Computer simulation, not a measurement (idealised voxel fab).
The process module presented herein is designated voxel gate over fins.
Section shown: cut. Width: 140 nm. Cell size: 5 nm, square.
Reading order for cross-sections: top band down to bottom band. Underlying form: a grid of square cells. Band size: one or more rows of cells.
What a band's entry tells you: where the top is and where the bottom is, as heights in nm, and after that what lies inside, material by material from left to right, each with its width in nm. Empty space is written as the word "blank", and a single material marked with the word "full width" occupies the band from edge to edge.
Counting heights begins at 0, where everything beneath is, in the wafer as received, one material. The lowest band has no bottom; it goes on downwards, as "z 0 and below" shows.
The width entry "30..40" should be interpreted row by row: the top row of cells in the band takes the first number, the bottom row takes the second number, and the change between adjacent rows is uniform throughout.
You'll sometimes find "same as before" written for a step, and that's the way of saying that nowhere in the cross-section did a cell change during that step.
What "Unvented cavities" gives you is every empty space of 8 cells or more that is cut off from the top. Each appears as width x height at distance, with the distance taken from the left edge and width, height and distance all in nm.
Whatever follows a step's settings on its line is a remark the simulator itself makes about that step.
A step line may carry the setting "overlay nm", which, for steps involving a mask, states the distance by which the mask lay to the right of its intended position; negative values denote displacement to the left.
# Process steps (planned)
1: RECEIVE with material Si
2: CONFORMAL_DEP with material SiN, thk nm 5
3: PATTERN with tone cover, mask id FINS, material resist, width nm 15, pitch nm 45, thk nm 15, overlay nm 0
4: DIRECTIONAL_ETCH with etch materials SiN, depth nm 5
5: DIRECTIONAL_ETCH with etch materials Si, depth nm 30
6: STRIP with etch materials resist
7: OXIDIZE with depth nm 5
8: FILL_DEP with material SiO2, thk nm 15
9: CMP with height nm 5
10: SELECTIVE_ETCH with etch materials SiO2, depth nm 20
11: STRIP with etch materials SiN
12: CONFORMAL_DEP with material HfO2, thk nm 5
13: CONFORMAL_DEP with material TiN, thk nm 5
14: CONFORMAL_DEP with material TiAl, thk nm 5
15: CONFORMAL_DEP with material TiN, thk nm 5
16: FILL_DEP with material W, thk nm 15
17: CMP with height nm 30
18: CONFORMAL_DEP with material SiN, thk nm 5
# What follows covers the first of two wafers; it ran as planned
# As-received state of the wafer in cross-section, equivalent to post-step 1
  z 0 and below  Si full width
  Unvented cavities: none
# The wafer, seen in cross-section, after step 2
  z 5 to 0  SiN full width
  For the remainder of the cross-section, below 0, there is no change.
# The wafer, seen in cross-section, after step 3
  z 20 to 5  40 blank | 15 resist | 30 blank | 15 resist | 40 blank
  For the remainder of the cross-section, below 5, there is no change.
# The wafer, seen in cross-section, after step 4
  z 20 to 5  40 blank | 15 resist | 30 blank | 15 resist | 40 blank
  z 5 to 0  40 blank | 15 SiN | 30 blank | 15 SiN | 40 blank
  For the remainder of the cross-section, below 0, there is no change.
# The wafer, seen in cross-section, after step 5
  z 20 to 5  40 blank | 15 resist | 30 blank | 15 resist | 40 blank
  z 5 to 0  40 blank | 15 SiN | 30 blank | 15 SiN | 40 blank
  z 0 to -30  40 blank | 15 Si | 30 blank | 15 Si | 40 blank
  For the remainder of the cross-section, below -30, there is no change.
# The wafer, seen in cross-section, after step 6
  z 5 to 0  40 blank | 15 SiN | 30 blank | 15 SiN | 40 blank
  For the remainder of the cross-section, below 0, there is no change.
# The wafer, seen in cross-section, after step 7
  z 5 to 0  40 blank | 15 SiN | 30 blank | 15 SiN | 40 blank
  z 0 to -30  40 blank | 5 SiO2 | 5 Si | 5 SiO2 | 30 blank | 5 SiO2 | 5 Si | 5 SiO2 | 40 blank
  z -30 to -35  45 SiO2 | 5 Si | 40 SiO2 | 5 Si | 45 SiO2
  For the remainder of the cross-section, below -35, there is no change.
# The wafer, seen in cross-section, after step 8
  z 20 to 5  SiO2 full width
  z 5 to 0  40 SiO2 | 15 SiN | 30 SiO2 | 15 SiN | 40 SiO2
  z 0 to -35  45 SiO2 | 5 Si | 40 SiO2 | 5 Si | 45 SiO2
  For the remainder of the cross-section, below -35, there is no change.
# The wafer, seen in cross-section, after step 9
  z 5 to 0  40 SiO2 | 15 SiN | 30 SiO2 | 15 SiN | 40 SiO2
  For the remainder of the cross-section, below 0, there is no change.
# The wafer, seen in cross-section, after step 10
  z 5 to 0  40 blank | 15 SiN | 30 blank | 15 SiN | 40 blank
  z 0 to -15  45 blank | 5 Si | 40 blank | 5 Si | 45 blank
  For the remainder of the cross-section, below -15, there is no change.
# The wafer, seen in cross-section, after step 11
  z 0 to -15  45 blank | 5 Si | 40 blank | 5 Si | 45 blank
  For the remainder of the cross-section, below -15, there is no change.
# The wafer, seen in cross-section, after step 12
  z 5 to 0  40 blank | 15 HfO2 | 30 blank | 15 HfO2 | 40 blank
  z 0 to -10  40 blank | 5 HfO2 | 5 Si | 5 HfO2 | 30 blank | 5 HfO2 | 5 Si | 5 HfO2 | 40 blank
  z -10 to -15  45 HfO2 | 5 Si | 40 HfO2 | 5 Si | 45 HfO2
  For the remainder of the cross-section, below -15, there is no change.
# The wafer, seen in cross-section, after step 13
  z 10 to 5  35 blank | 25 TiN | 20 blank | 25 TiN | 35 blank
  z 5 to 0  35 blank | 5 TiN | 15 HfO2 | 5 TiN | 20 blank | 5 TiN | 15 HfO2 | 5 TiN | 35 blank
  z 0 to -5  35 blank | 5 TiN | 5 HfO2 | 5 Si | 5 HfO2 | 5 TiN | 20 blank | 5 TiN | 5 HfO2 | 5 Si | 5 HfO2 | 5 TiN | 35 blank
  z -5 to -10  40 TiN | 5 HfO2 | 5 Si | 5 HfO2 | 30 TiN | 5 HfO2 | 5 Si | 5 HfO2 | 40 TiN
  For the remainder of the cross-section, below -10, there is no change.
# The wafer, seen in cross-section, after step 14
  z 15 to 10  30 blank | 35 TiAl | 10 blank | 35 TiAl | 30 blank
  z 10 to 5  30 blank | 5 TiAl | 25 TiN | 5 TiAl | 10 blank | 5 TiAl | 25 TiN | 5 TiAl | 30 blank
  z 5 to 0  30 blank | 5 TiAl | 5 TiN | 15 HfO2 | 5 TiN | 5 TiAl | 10 blank | 5 TiAl | 5 TiN | 15 HfO2 | 5 TiN | 5 TiAl | 30 blank
  z 0 to -5  35 TiAl | 5 TiN | 5 HfO2 | 5 Si | 5 HfO2 | 5 TiN | 20 TiAl | 5 TiN | 5 HfO2 | 5 Si | 5 HfO2 | 5 TiN | 35 TiAl
  For the remainder of the cross-section, below -5, there is no change.
# The wafer, seen in cross-section, after step 15
  z 20 to 15  25 blank | 90 TiN | 25 blank
  z 15 to 10  25 blank | 5 TiN | 35 TiAl | 10 TiN | 35 TiAl | 5 TiN | 25 blank
  z 10 to 5  25 blank | 5 TiN | 5 TiAl | 25 TiN | 5 TiAl | 10 TiN | 5 TiAl | 25 TiN | 5 TiAl | 5 TiN | 25 blank
  z 5 to 0  30 TiN | 5 TiAl | 5 TiN | 15 HfO2 | 5 TiN | 5 TiAl | 10 TiN | 5 TiAl | 5 TiN | 15 HfO2 | 5 TiN | 5 TiAl | 30 TiN
  For the remainder of the cross-section, below 0, there is no change.
# The wafer, seen in cross-section, after step 16
  z 35 to 20  W full width
  z 20 to 15  25 W | 90 TiN | 25 W
  z 15 to 10  25 W | 5 TiN | 35 TiAl | 10 TiN | 35 TiAl | 5 TiN | 25 W
  z 10 to 5  25 W | 5 TiN | 5 TiAl | 25 TiN | 5 TiAl | 10 TiN | 5 TiAl | 25 TiN | 5 TiAl | 5 TiN | 25 W
  For the remainder of the cross-section, below 5, there is no change.
# The wafer, seen in cross-section, after step 17
  z 30 to 20  W full width
  For the remainder of the cross-section, below 20, there is no change.
# The wafer, seen in cross-section, after step 18
  z 35 to 30  SiN full width
  For the remainder of the cross-section, below 30, there is no change.
# The second wafer began exactly as the first did and followed the same plan, but one mistake was made while running it; through step 2 inclusive, the two wafers are identical
# when step 3 should have ended
  z 20 to 5  40 resist | 15 blank | 30 resist | 15 blank | 40 resist
  For the remainder of the cross-section, below 5, there is no change.
# when step 4 should have ended
  z 20 to 5  40 resist | 15 blank | 30 resist | 15 blank | 40 resist
  z 5 to 0  40 SiN | 15 blank | 30 SiN | 15 blank | 40 SiN
  For the remainder of the cross-section, below 0, there is no change.
# when step 5 should have ended
  z 20 to 5  40 resist | 15 blank | 30 resist | 15 blank | 40 resist
  z 5 to 0  40 SiN | 15 blank | 30 SiN | 15 blank | 40 SiN
  z 0 to -30  40 Si | 15 blank | 30 Si | 15 blank | 40 Si
  For the remainder of the cross-section, below -30, there is no change.
# when step 6 should have ended
  z 5 to 0  40 SiN | 15 blank | 30 SiN | 15 blank | 40 SiN
  For the remainder of the cross-section, below 0, there is no change.
# when step 7 should have ended
  z 5 to 0  40 SiN | 15 blank | 30 SiN | 15 blank | 40 SiN
  z 0 to -30  35 Si | 5 SiO2 | 15 blank | 5 SiO2 | 20 Si | 5 SiO2 | 15 blank | 5 SiO2 | 35 Si
  z -30 to -35  35 Si | 25 SiO2 | 20 Si | 25 SiO2 | 35 Si
  For the remainder of the cross-section, below -35, there is no change.
# when step 8 should have ended
  z 20 to 5  SiO2 full width
  z 5 to 0  40 SiN | 15 SiO2 | 30 SiN | 15 SiO2 | 40 SiN
  z 0 to -35  35 Si | 25 SiO2 | 20 Si | 25 SiO2 | 35 Si
  For the remainder of the cross-section, below -35, there is no change.
# when step 9 should have ended
  z 5 to 0  40 SiN | 15 SiO2 | 30 SiN | 15 SiO2 | 40 SiN
  For the remainder of the cross-section, below 0, there is no change.
# when step 10 should have ended
  z 5 to 0  40 SiN | 15 blank | 30 SiN | 15 blank | 40 SiN
  z 0 to -15  35 Si | 25 blank | 20 Si | 25 blank | 35 Si
  For the remainder of the cross-section, below -15, there is no change.
# when step 11 should have ended
  z 0 to -15  35 Si | 25 blank | 20 Si | 25 blank | 35 Si
  For the remainder of the cross-section, below -15, there is no change.
# when step 12 should have ended
  z 5 to 0  40 HfO2 | 15 blank | 30 HfO2 | 15 blank | 40 HfO2
  z 0 to -10  35 Si | 5 HfO2 | 15 blank | 5 HfO2 | 20 Si | 5 HfO2 | 15 blank | 5 HfO2 | 35 Si
  z -10 to -15  35 Si | 25 HfO2 | 20 Si | 25 HfO2 | 35 Si
  For the remainder of the cross-section, below -15, there is no change.
# when step 13 should have ended
  z 10 to 5  45 TiN | 5 blank | 40 TiN | 5 blank | 45 TiN
  z 5 to 0  40 HfO2 | 5 TiN | 5 blank | 5 TiN | 30 HfO2 | 5 TiN | 5 blank | 5 TiN | 40 HfO2
  z 0 to -5  35 Si | 5 HfO2 | 5 TiN | 5 blank | 5 TiN | 5 HfO2 | 20 Si | 5 HfO2 | 5 TiN | 5 blank | 5 TiN | 5 HfO2 | 35 Si
  z -5 to -10  35 Si | 5 HfO2 | 15 TiN | 5 HfO2 | 20 Si | 5 HfO2 | 15 TiN | 5 HfO2 | 35 Si
  For the remainder of the cross-section, below -10, there is no change.
# when step 14 should have ended
  z 15 to 10  TiAl full width
  z 10 to 5  45 TiN | 5 TiAl | 40 TiN | 5 TiAl | 45 TiN
  z 5 to 0  40 HfO2 | 5 TiN | 5 TiAl | 5 TiN | 30 HfO2 | 5 TiN | 5 TiAl | 5 TiN | 40 HfO2
  z 0 to -5  35 Si | 5 HfO2 | 5 TiN | 5 TiAl | 5 TiN | 5 HfO2 | 20 Si | 5 HfO2 | 5 TiN | 5 TiAl | 5 TiN | 5 HfO2 | 35 Si
  For the remainder of the cross-section, below -5, there is no change.
# when step 15 should have ended
  z 20 to 15  TiN full width
  For the remainder of the cross-section, below 15, there is no change.
# when step 16 should have ended
  z 35 to 20  W full width
  For the remainder of the cross-section, below 20, there is no change.
# when step 17 should have ended
  z 30 to 20  W full width
  For the remainder of the cross-section, below 20, there is no change.
# when step 18 should have ended
  z 35 to 30  SiN full width
  For the remainder of the cross-section, below 30, there is no change.
Diagnosis: not per plan at step 3, really ran PATTERN with tone open, mask id FINS, material resist, width nm 15, pitch nm 45, thk nm 15, overlay nm 0
End of process, cell counts, second wafer against first, materials with more or fewer: 112 more of Si | 64 fewer of SiO2 | 6 fewer of TiAl | 12 fewer of TiN | 30 fewer of W
